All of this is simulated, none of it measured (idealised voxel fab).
process module | voxel quadruple lines
Cross-section cut: width 265 nm, square cells of 5 nm.
Think of the cross-section as a grid of square cells. We describe it in bands, top to bottom, and each band covers one or more rows of those cells. Band entry format. Leading values: height of top, height of bottom, nm. Remainder: materials in left-to-right order, each with its width in nm. Special words: "throughout" on a single material, which then fills the band edge to edge; "blank", empty space. Ref level 0: as-received wafer is one material below here. Bottom band extends down with no lower bound ("0..down"). Graded width ("30->40"): value in top row of band = first number; value in bottom row = second number; row-to-row change constant. Step marked "same as before"? Then no cell in the cross-section changed in it. In "Trapped void list" the enclosed voids are listed, meaning empty spaces of 8 cells or larger without any opening to the top. The form is width x height at distance, distance from the left edge, units nm. It should be noted that, on the line of a given step, the content following the step's settings is a remark produced by the simulator itself with respect to that step. "overlay nm" answers the question of how far to the right of plan the mask lay on a step that has a mask, and when it is negative the answer is to the left.

SET OUT BELOW ARE THE PLANNED STEPS OF THE PROCESS
1 RECEIVE with material Si
2 CONFORMAL_DEP with material SiO2, thk nm 5
3 DIRECTIONAL_DEP with material TiN, thk nm 10
4 DIRECTIONAL_DEP with material polySi, thk nm 15
5 DIRECTIONAL_DEP with material aC, thk nm 25
6 PATTERN with tone cover, mask id MANDREL, material resist, width nm 25, pitch nm 80, thk nm 30, overlay nm 0
7 DIRECTIONAL_ETCH with etch materials aC, depth nm 25
8 STRIP with etch materials resist
9 CONFORMAL_DEP with material SiO2, thk nm 15
10 DIRECTIONAL_ETCH with etch materials SiO2, depth nm 15
11 STRIP with etch materials aC
12 DIRECTIONAL_ETCH with etch materials polySi, depth nm 15
13 STRIP with etch materials SiO2
14 CONFORMAL_DEP with material SiCN, thk nm 5
15 DIRECTIONAL_ETCH with etch materials SiCN, depth nm 5
16 STRIP with etch materials polySi
17 DIRECTIONAL_ETCH with etch materials TiN, depth nm 10
18 STRIP with etch materials SiCN

FIRST OF TWO WAFERS - AS PLANNED

CROSS-SECTION: WAFER ON ARRIVAL = AFTER STEP 1
	0..down | Si throughout
	Trapped void list: none

CROSS-SECTION OF THE WAFER SUBSEQUENT TO STEP 2
	5..0 | SiO2 throughout
	Under 0: no change, same as before.

CROSS-SECTION OF THE WAFER SUBSEQUENT TO STEP 3
	15..5 | TiN throughout
	Under 5: no change, same as before.

CROSS-SECTION OF THE WAFER SUBSEQUENT TO STEP 4
	30..15 | polySi throughout
	Under 15: no change, same as before.

CROSS-SECTION OF THE WAFER SUBSEQUENT TO STEP 5
	55..30 | aC throughout
	Under 30: no change, same as before.

CROSS-SECTION OF THE WAFER SUBSEQUENT TO STEP 6
	85..55 | blank=80, resist=25, blank=55, resist=25, blank=80
	Under 55: no change, same as before.

CROSS-SECTION OF THE WAFER SUBSEQUENT TO STEP 7
	60..55 | blank=80, resist=25, blank=55, resist=25, blank=80
	55..30 | blank=80, aC=25, blank=55, aC=25, blank=80
	Under 30: no change, same as before.

CROSS-SECTION OF THE WAFER SUBSEQUENT TO STEP 8
	55..30 | blank=80, aC=25, blank=55, aC=25, blank=80
	Under 30: no change, same as before.

CROSS-SECTION OF THE WAFER SUBSEQUENT TO STEP 9
	70..55 | blank=65, SiO2=55, blank=25, SiO2=55, blank=65
	55..45 | blank=65, SiO2=15, aC=25, SiO2=15, blank=25, SiO2=15, aC=25, SiO2=15, blank=65
	45..30 | SiO2=80, aC=25, SiO2=55, aC=25, SiO2=80
	Under 30: no change, same as before.

CROSS-SECTION OF THE WAFER SUBSEQUENT TO STEP 10
	55..30 | blank=65, SiO2=15, aC=25, SiO2=15, blank=25, SiO2=15, aC=25, SiO2=15, blank=65
	Under 30: no change, same as before.

CROSS-SECTION OF THE WAFER SUBSEQUENT TO STEP 11
	55..30 | blank=65, SiO2=15, blank=25, SiO2=15, blank=25, SiO2=15, blank=25, SiO2=15, blank=65
	Under 30: no change, same as before.

CROSS-SECTION OF THE WAFER SUBSEQUENT TO STEP 12
	55..30 | blank=65, SiO2=15, blank=25, SiO2=15, blank=25, SiO2=15, blank=25, SiO2=15, blank=65
	30..15 | blank=65, polySi=15, blank=25, polySi=15, blank=25, polySi=15, blank=25, polySi=15, blank=65
	Under 15: no change, same as before.

CROSS-SECTION OF THE WAFER SUBSEQUENT TO STEP 13
	30..15 | blank=65, polySi=15, blank=25, polySi=15, blank=25, polySi=15, blank=25, polySi=15, blank=65
	Under 15: no change, same as before.

CROSS-SECTION OF THE WAFER SUBSEQUENT TO STEP 14
	35..30 | blank=60, SiCN=25, blank=15, SiCN=25, blank=15, SiCN=25, blank=15, SiCN=25, blank=60
	30..20 | blank=60, SiCN=5, polySi=15, SiCN=5, blank=15, SiCN=5, polySi=15, SiCN=5, blank=15, SiCN=5, polySi=15, SiCN=5, blank=15, SiCN=5, polySi=15, SiCN=5, blank=60
	20..15 | SiCN=65, polySi=15, SiCN=25, polySi=15, SiCN=25, polySi=15, SiCN=25, polySi=15, SiCN=65
	Under 15: no change, same as before.

CROSS-SECTION OF THE WAFER SUBSEQUENT TO STEP 15
	30..15 | blank=60, SiCN=5, polySi=15, SiCN=5, blank=15, SiCN=5, polySi=15, SiCN=5, blank=15, SiCN=5, polySi=15, SiCN=5, blank=15, SiCN=5, polySi=15, SiCN=5, blank=60
	Under 15: no change, same as before.

CROSS-SECTION OF THE WAFER SUBSEQUENT TO STEP 16
	30..15 | blank=60, SiCN=5, blank=15, SiCN=5, blank=15, SiCN=5, blank=15, SiCN=5, blank=15, SiCN=5, blank=15, SiCN=5, blank=15, SiCN=5, blank=15, SiCN=5, blank=60
	Under 15: no change, same as before.

CROSS-SECTION OF THE WAFER SUBSEQUENT TO STEP 17
	30..15 | blank=60, SiCN=5, blank=15, SiCN=5, blank=15, SiCN=5, blank=15, SiCN=5, blank=15, SiCN=5, blank=15, SiCN=5, blank=15, SiCN=5, blank=15, SiCN=5, blank=60
	15..5 | blank=60, TiN=5, blank=15, TiN=5, blank=15, TiN=5, blank=15, TiN=5, blank=15, TiN=5, blank=15, TiN=5, blank=15, TiN=5, blank=15, TiN=5, blank=60
	Under 5: no change, same as before.

CROSS-SECTION OF THE WAFER SUBSEQUENT TO STEP 18
	15..5 | blank=60, TiN=5, blank=15, TiN=5, blank=15, TiN=5, blank=15, TiN=5, blank=15, TiN=5, blank=15, TiN=5, blank=15, TiN=5, blank=15, TiN=5, blank=60
	Under 5: no change, same as before.

WAFER TWO OF THE PAIR: SAME ORIGIN, SAME PLAN, ONE ERROR DURING THE RUN; IDENTICAL TO WAFER ONE UP TO AND INCLUDING STEP 5

SECOND WAFER, SECTION VIEW, TIME POINT: SCHEDULED END OF STEP 6
	85..55 | blank=75, resist=35, blank=45, resist=35, blank=75
	Under 55: no change, same as before.

SECOND WAFER, SECTION VIEW, TIME POINT: SCHEDULED END OF STEP 7
	60..55 | blank=75, resist=35, blank=45, resist=35, blank=75
	55..30 | blank=75, aC=35, blank=45, aC=35, blank=75
	Under 30: no change, same as before.

SECOND WAFER, SECTION VIEW, TIME POINT: SCHEDULED END OF STEP 8
	55..30 | blank=75, aC=35, blank=45, aC=35, blank=75
	Under 30: no change, same as before.

SECOND WAFER, SECTION VIEW, TIME POINT: SCHEDULED END OF STEP 9
	70..55 | blank=60, SiO2=65, blank=15, SiO2=65, blank=60
	55..45 | blank=60, SiO2=15, aC=35, SiO2=15, blank=15, SiO2=15, aC=35, SiO2=15, blank=60
	45..30 | SiO2=75, aC=35, SiO2=45, aC=35, SiO2=75
	Under 30: no change, same as before.

SECOND WAFER, SECTION VIEW, TIME POINT: SCHEDULED END OF STEP 10
	55..30 | blank=60, SiO2=15, aC=35, SiO2=15, blank=15, SiO2=15, aC=35, SiO2=15, blank=60
	Under 30: no change, same as before.

SECOND WAFER, SECTION VIEW, TIME POINT: SCHEDULED END OF STEP 11
	55..30 | blank=60, SiO2=15, blank=35, SiO2=15, blank=15, SiO2=15, blank=35, SiO2=15, blank=60
	Under 30: no change, same as before.

SECOND WAFER, SECTION VIEW, TIME POINT: SCHEDULED END OF STEP 12
	55..30 | blank=60, SiO2=15, blank=35, SiO2=15, blank=15, SiO2=15, blank=35, SiO2=15, blank=60
	30..15 | blank=60, polySi=15, blank=35, polySi=15, blank=15, polySi=15, blank=35, polySi=15, blank=60
	Under 15: no change, same as before.

SECOND WAFER, SECTION VIEW, TIME POINT: SCHEDULED END OF STEP 13
	30..15 | blank=60, polySi=15, blank=35, polySi=15, blank=15, polySi=15, blank=35, polySi=15, blank=60
	Under 15: no change, same as before.

SECOND WAFER, SECTION VIEW, TIME POINT: SCHEDULED END OF STEP 14
	35..30 | blank=55, SiCN=25, blank=25, SiCN=25, blank=5, SiCN=25, blank=25, SiCN=25, blank=55
	30..20 | blank=55, SiCN=5, polySi=15, SiCN=5, blank=25, SiCN=5, polySi=15, SiCN=5, blank=5, SiCN=5, polySi=15, SiCN=5, blank=25, SiCN=5, polySi=15, SiCN=5, blank=55
	20..15 | SiCN=60, polySi=15, SiCN=35, polySi=15, SiCN=15, polySi=15, SiCN=35, polySi=15, SiCN=60
	Under 15: no change, same as before.

SECOND WAFER, SECTION VIEW, TIME POINT: SCHEDULED END OF STEP 15
	30..15 | blank=55, SiCN=5, polySi=15, SiCN=5, blank=25, SiCN=5, polySi=15, SiCN=5, blank=5, SiCN=5, polySi=15, SiCN=5, blank=25, SiCN=5, polySi=15, SiCN=5, blank=55
	Under 15: no change, same as before.

SECOND WAFER, SECTION VIEW, TIME POINT: SCHEDULED END OF STEP 16
	30..15 | blank=55, SiCN=5, blank=15, SiCN=5, blank=25, SiCN=5, blank=15, SiCN=5, blank=5, SiCN=5, blank=15, SiCN=5, blank=25, SiCN=5, blank=15, SiCN=5, blank=55
	Under 15: no change, same as before.

SECOND WAFER, SECTION VIEW, TIME POINT: SCHEDULED END OF STEP 17
	30..15 | blank=55, SiCN=5, blank=15, SiCN=5, blank=25, SiCN=5, blank=15, SiCN=5, blank=5, SiCN=5, blank=15, SiCN=5, blank=25, SiCN=5, blank=15, SiCN=5, blank=55
	15..5 | blank=55, TiN=5, blank=15, TiN=5, blank=25, TiN=5, blank=15, TiN=5, blank=5, TiN=5, blank=15, TiN=5, blank=25, TiN=5, blank=15, TiN=5, blank=55
	Under 5: no change, same as before.

SECOND WAFER, SECTION VIEW, TIME POINT: SCHEDULED END OF STEP 18
	15..5 | blank=55, TiN=5, blank=15, TiN=5, blank=25, TiN=5, blank=15, TiN=5, blank=5, TiN=5, blank=15, TiN=5, blank=25, TiN=5, blank=15, TiN=5, blank=55
	Under 5: no change, same as before.
So what did we get wrong on this run? off-plan run, step 6, actual operation and settings PATTERN with tone cover, mask id MANDREL, material resist, width nm 35, pitch nm 80, thk nm 30, overlay nm 0
Tallied in cells, the final second wafer holds each material in the same quantity as the first, although not at the same places.
